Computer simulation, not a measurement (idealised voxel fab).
Herein follows the process module entitled voxel capacitor over wiring.
It is cross-section cut that appears here, measuring 180 nm in width, its square cells being 5 nm in size.
Think of the cross-section as a grid of square cells. We describe it in bands, top to bottom, and each band covers one or more rows of those cells. Heights first: top, then bottom, in nm. Then materials, left to right, each with a width in nm. "throughout" on a single material: fills the band edge to edge. "air": empty space. A quick word on heights: they are counted from 0, and under that level the wafer as it came to us is one material throughout. The lowest band is different from the rest in having no bottom; it simply continues downward, written as in "0 -> down". With a width like "30 to 40", each row of cells in the band differs from the next by the same amount, the top row carrying the first number and the bottom row the second. Where a step carries "nothing altered", the cross-section came out of it unchanged, cell for cell. "Closed void entries" enumerates empty spaces isolated from the top, with no open way to it, that contain at least 8 cells, giving each as width x height at distance from the left edge, all three in nm. Read whatever lies past the settings on a step's line as the simulator's own remark about the step. overlay nm: for a step with a mask, the amount by which the mask lay right of where it was planned; a negative amount means left of it.
INTENDED PROCESS STEPS
1,op RECEIVE | material Si
2,op CONFORMAL_DEP | material SiO2 | thk nm 15
3,op DIRECTIONAL_DEP | material TiN | thk nm 5
4,op DIRECTIONAL_DEP | material W | thk nm 20
5,op MASKED_ETCH | tone cover | mask id METAL_1 | width nm 20 | pitch nm 75 | etch materials W | depth nm 20 | overlay nm 0
6,op MASKED_ETCH | tone cover | mask id METAL_1 | width nm 15 | pitch nm 75 | etch materials TiN | depth nm 5 | overlay nm 0
7,op CONFORMAL_DEP | material SiCN | thk nm 5
8,op FILL_DEP | material SiO2 | thk nm 10
9,op CMP | height nm 40
10,op CONFORMAL_DEP | material SiCN | thk nm 5
11,op DIRECTIONAL_DEP | material lowk | thk nm 20
12,op DIRECTIONAL_DEP | material aC | thk nm 10
13,op PATTERN | tone open | mask id PLUG_1 | material resist | width nm 15 | thk nm 25 | overlay nm 0
14,op DIRECTIONAL_ETCH | etch materials aC | depth nm 10
15,op STRIP | etch materials resist
16,op DIRECTIONAL_ETCH | etch materials lowk | depth nm 20
17,op DIRECTIONAL_ETCH | etch materials SiCN | depth nm 5
18,op STRIP | etch materials aC
19,op CONFORMAL_DEP | material TiN | thk nm 5
20,op FILL_DEP | material Ru | thk nm 5
21,op CMP | height nm 65
22,op DIRECTIONAL_DEP | material TiN | thk nm 5
23,op DIRECTIONAL_DEP | material HfO2 | thk nm 5
24,op DIRECTIONAL_DEP | material TiN | thk nm 5
25,op MASKED_ETCH | tone cover | mask id UPPER_PLATE | width nm 60 | etch materials TiN | depth nm 5 | overlay nm 0
26,op MASKED_ETCH | tone cover | mask id UPPER_PLATE | width nm 60 | etch materials HfO2 | depth nm 5 | overlay nm 0
27,op MASKED_ETCH | tone cover | mask id LOWER_PLATE | width nm 70 | etch materials TiN | depth nm 5 | overlay nm 0
28,op FILL_DEP | material SiO2 | thk nm 20
29,op CMP | height nm 95
30,op PATTERN | tone open | mask id PLUG_2 | material resist | width nm 15 | thk nm 20 | overlay nm 0
31,op DIRECTIONAL_ETCH | etch materials SiO2 | depth nm 15
32,op STRIP | etch materials resist
33,op CONFORMAL_DEP | material TiN | thk nm 5
34,op FILL_DEP | material Ru | thk nm 10
35,op CMP | height nm 95
36,op CONFORMAL_DEP | material SiN | thk nm 5
For this document, wafers share an identical start and vary in the step 6 width nm; the plan quotes the first wafer's value.
CROSS-SECTION, FIRST OF SEVERAL WAFERS, AS DELIVERED AFTER STEP 1
* 0 -> down = Si throughout
* Closed void entries: none
WHERE EACH WAFER STANDS AT THE END OF THE MODULE, A ROW APIECE: CELLS OF EACH MATERIAL GAINED (+) OR LOST (-) SINCE IT WAS RECEIVED, THEN CLOSED VOIDS
width nm 15 | +12 HfO2 | +6 Ru | +77 SiCN | +36 SiN | +373 SiO2 | +52 TiN | +32 W | +132 lowk | Closed void entries: none
width nm 20 | +12 HfO2 | +6 Ru | +77 SiCN | +36 SiN | +373 SiO2 | +52 TiN | +32 W | +132 lowk | Closed void entries: none
width nm 25 | +12 HfO2 | +6 Ru | +77 SiCN | +36 SiN | +371 SiO2 | +54 TiN | +32 W | +132 lowk | Closed void entries: none
width nm 30 | +12 HfO2 | +6 Ru | +77 SiCN | +36 SiN | +369 SiO2 | +56 TiN | +32 W | +132 lowk | Closed void entries: none
width nm 35 | +12 HfO2 | +6 Ru | +77 SiCN | +36 SiN | +367 SiO2 | +58 TiN | +32 W | +132 lowk | Closed void entries: none
